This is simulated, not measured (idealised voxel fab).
Process module heading - voxel transistor to metal
Shown is cross-section cut, with a width of 170 nm and square cells of size 5 nm.
The cross-sections in this document take the form of a grid made of square cells. They are written out as bands, in order from top to bottom. Each band consists of one or more rows of cells.
Top height, bottom height, nm. Materials left to right, width each, nm. Single material + "edge to edge" = fills band edge to edge. "blank" = empty.
Heights are reckoned from 0. Under this level, the received wafer is all of one material. The bottommost band is open-ended downward, for example "0 nm and below".
Graded width ("30..40"): value in top row of band = first number; value in bottom row = second number; row-to-row change constant.
"remained the same" after a step means that no cell of the cross-section changed.
"Internal closed voids" enumerates empty spaces isolated from the top, with no open way to it, that contain at least 8 cells, giving each as width x height at distance from the left edge, all three in nm.
That trailing text on a step's line, after the settings, is the simulator's own remark on the step.
overlay nm: for a step with a mask, the amount by which the mask lay right of where it was planned; a negative amount means left of it.

Here's what the planned process steps look like
1,RECEIVE [material Si]
2,CONFORMAL_DEP [material SiO2] [thk nm 5]
3,CONFORMAL_DEP [material SiN] [thk nm 10]
4,PATTERN [tone cover] [mask id ACTIVE] [material resist] [width nm 95] [thk nm 15] [overlay nm 0]
5,DIRECTIONAL_ETCH [etch materials SiN] [depth nm 10]
6,DIRECTIONAL_ETCH [etch materials SiO2] [depth nm 5]
7,DIRECTIONAL_ETCH [etch materials Si] [depth nm 35]
8,STRIP [etch materials resist]
9,FILL_DEP [material SiO2] [thk nm 10]
10,CMP [height nm 15]
11,SELECTIVE_ETCH [etch materials SiO2] [depth nm 5]
12,STRIP [etch materials SiN]
13,SELECTIVE_ETCH [etch materials SiO2] [depth nm 5]
14,OXIDIZE [depth nm 5]
15,DIRECTIONAL_DEP [material polySi] [thk nm 25]
16,DIRECTIONAL_DEP [material SiCN] [thk nm 10]
17,PATTERN [tone cover] [mask id GATE] [material resist] [width nm 25] [thk nm 15] [overlay nm 0]
18,DIRECTIONAL_ETCH [etch materials SiCN] [depth nm 20]
19,DIRECTIONAL_ETCH [etch materials polySi] [depth nm 35]
20,STRIP [etch materials resist]
21,CONFORMAL_DEP [material SiO2] [thk nm 5]
22,DIRECTIONAL_ETCH [etch materials SiO2] [depth nm 5]
23,CONFORMAL_DEP [material SiN] [thk nm 10]
24,DIRECTIONAL_ETCH [etch materials SiN] [depth nm 10]
25,DIRECTIONAL_ETCH [etch materials SiO2] [depth nm 5]
26,DIRECTIONAL_ETCH [etch materials Si] [depth nm 10]
27,EPI [material SiGe] [thk nm 10]
28,FILL_DEP [material SiO2] [thk nm 5]
29,CMP [height nm 35]
30,DIRECTIONAL_DEP [material SiO2] [thk nm 15]
31,MASKED_ETCH [tone open] [mask id CONTACT] [width nm 25] [pitch nm 60] [etch materials SiO2] [depth nm 45] [overlay nm 0]
32,CONFORMAL_DEP [material TiN] [thk nm 5]
33,FILL_DEP [material W] [thk nm 5]
34,CMP [height nm 50]
35,DIRECTIONAL_DEP [material TiN] [thk nm 5]
36,DIRECTIONAL_DEP [material Ru] [thk nm 25]
37,PATTERN [tone cover] [mask id METAL_1] [material resist] [width nm 15] [pitch nm 70] [thk nm 15] [overlay nm 0]
38,DIRECTIONAL_ETCH [etch materials Ru] [depth nm 25]
39,DIRECTIONAL_ETCH [etch materials TiN] [depth nm 5]
40,STRIP [etch materials resist]
41,FILL_DEP [material SiO2] [thk nm 5]
42,CMP [height nm 80]
43,CONFORMAL_DEP [material SiCN] [thk nm 5]
44,DIRECTIONAL_DEP [material SiO2] [thk nm 25]
45,PATTERN [tone open] [mask id METAL_2] [material resist] [width nm 15] [pitch nm 70] [thk nm 20] [overlay nm 0]
46,DIRECTIONAL_ETCH [etch materials SiO2] [depth nm 15]
47,STRIP [etch materials resist]
48,DIRECTIONAL_DEP [material aC] [thk nm 10]
49,PATTERN [tone open] [mask id METAL_2_HOLES] [material resist] [width nm 15] [pitch nm 70] [thk nm 30] [overlay nm 0]
50,DIRECTIONAL_ETCH [etch materials aC] [depth nm 10]
51,STRIP [etch materials resist]
52,DIRECTIONAL_ETCH [etch materials SiO2] [depth nm 10]
53,DIRECTIONAL_ETCH [etch materials SiCN] [depth nm 5]
54,STRIP [etch materials aC]
55,CONFORMAL_DEP [material TiN] [thk nm 5]
56,FILL_DEP [material Ru] [thk nm 10]
57,CMP [height nm 110]
58,CONFORMAL_DEP [material SiN] [thk nm 5]

Step 1 complete: cross-section of the wafer as received
	0 nm and below: Si edge to edge
	Internal closed voids: none

Wafer at module end, in section. Began as above, planned as above, run with one mistake
	115 nm to 110 nm: SiN edge to edge
	110 nm to 85 nm: 40 of SiO2  5 of TiN  5 of Ru  5 of TiN  55 of SiO2  5 of TiN  5 of Ru  5 of TiN  45 of SiO2
	85 nm to 80 nm: 40 of SiCN  15 of TiN  55 of SiCN  15 of TiN  45 of SiCN
	80 nm to 55 nm: 40 of Ru  15 of SiO2  55 of Ru  15 of SiO2  45 of Ru
	55 nm to 50 nm: 40 of TiN  15 of SiO2  55 of TiN  15 of SiO2  45 of TiN
	50 nm to 40 nm: 40 of SiO2  5 of TiN  15 of W  5 of TiN  35 of SiO2  5 of TiN  15 of W  5 of TiN  45 of SiO2
	40 nm to 35 nm: 40 of SiO2  5 of TiN  5 of W  15 of TiN  35 of SiO2  15 of TiN  5 of W  5 of TiN  45 of SiO2
	35 nm to 25 nm: 40 of SiO2  5 of TiN  5 of W  5 of TiN  10 of SiN  5 of SiO2  25 of SiCN  5 of SiO2  10 of SiN  5 of TiN  5 of W  5 of TiN  45 of SiO2
	25 nm to 10 nm: 40 of SiO2  5 of TiN  5 of W  5 of TiN  10 of SiN  5 of SiO2  25 of polySi  5 of SiO2  10 of SiN  5 of TiN  5 of W  5 of TiN  45 of SiO2
	10 nm to 5 nm: 40 of SiO2  15 of TiN  10 of SiN  5 of SiO2  25 of polySi  5 of SiO2  10 of SiN  15 of TiN  45 of SiO2
	5 nm to 0 nm: 35 of SiO2  10 of SiN  10 of SiGe  10 of SiN  5 of SiO2  25 of polySi  5 of SiO2  10 of SiN  10 of SiGe  10 of SiN  40 of SiO2
	0 nm to -5 nm: 45 of SiO2  10 of SiGe  55 of SiO2  10 of SiGe  50 of SiO2
	-5 nm to -15 nm: 35 of SiO2  10 of Si  10 of SiGe  55 of Si  10 of SiGe  10 of Si  40 of SiO2
	-15 nm to -35 nm: 35 of SiO2  95 of Si  40 of SiO2
	-35 nm and below: Si edge to edge
	Internal closed voids: none
Error vs. plan: step 37 was not run as planned; what actually ran was PATTERN [tone open] [mask id METAL_1] [material resist] [width nm 15] [pitch nm 70] [thk nm 15] [overlay nm 0]
